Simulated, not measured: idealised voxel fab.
process module | voxel ribs on slabs
cross-section cut | 260 nm wide | cells 5 nm
A cross-section is a grid of square cells, given in bands from the top down. A band is one or more rows of cells.
Each band's line starts with the height of the band's top and of its bottom, in nm. Then come its materials from left to right, each with its width in nm. One material with "throughout" fills the band from edge to edge. "air" is empty space.
Height 0 is the level under which the wafer as received is all one material. The lowest band goes on downwards, as in "0 down".
A width such as "30 to 40" changes by the same amount from each row of cells to the next, from the band's top row to its bottom row.
"no change" after a step means that no cell of the cross-section changed.
closed voids: empty space of 8 cells or more with no open way to the top, each as width x height at its distance from the left edge, in nm
after a step's settings: what the simulator itself notes on the step
overlay nm, on a step with a mask: how far to the right of its planned place the mask lay; to the left if negative
plan
1 op RECEIVE | material Si
2 op DIRECTIONAL_DEP | material SiO2 | thk nm 20
3 op DIRECTIONAL_DEP | material polySi | thk nm 15
4 op DIRECTIONAL_DEP | material aC | thk nm 15
5 op PATTERN | tone cover | mask id RIB | material resist | width nm 20 | thk nm 30 | overlay nm 0
6 op DIRECTIONAL_ETCH | etch materials aC | depth nm 15
7 op STRIP | etch materials resist
8 op DIRECTIONAL_ETCH | etch materials polySi | depth nm 5
9 op STRIP | etch materials aC
10 op DIRECTIONAL_DEP | material aC | thk nm 15
11 op PATTERN | tone cover | mask id SLAB | material resist | width nm 60 | thk nm 30 | overlay nm 0
12 op DIRECTIONAL_ETCH | etch materials aC | depth nm 15
13 op STRIP | etch materials resist
14 op DIRECTIONAL_ETCH | etch materials polySi | depth nm 10
15 op STRIP | etch materials aC
16 op FILL_DEP | material SiO2 | thk nm 25
17 op CMP | height nm 55
18 op DIRECTIONAL_DEP | material W | thk nm 10
19 op MASKED_ETCH | tone cover | mask id HEATER | width nm 30 | etch materials W | depth nm 10 | overlay nm 0
20 op CONFORMAL_DEP | material SiO2 | thk nm 5
as received, after step 1
  0 down: Si throughout
  closed voids: none
a wafer at the end: this start, this plan, one mistake
  70 to 65: SiO2 120 | air 20 | SiO2 120
  65 to 60: W 115 | SiO2 5 | air 20 | SiO2 5 | W 115
  60 to 55: W 115 | SiO2 30 | W 115
  55 to 35: SiO2 throughout
  35 to 30: SiO2 120 | polySi 20 | SiO2 120
  30 to 20: SiO2 100 | polySi 60 | SiO2 100
  20 to 0: SiO2 throughout
  0 down: Si throughout
  closed voids: none
what went wrong: step 19 ran as: op MASKED_ETCH | tone open | mask id HEATER | width nm 30 | etch materials W | depth nm 10 | overlay nm 0
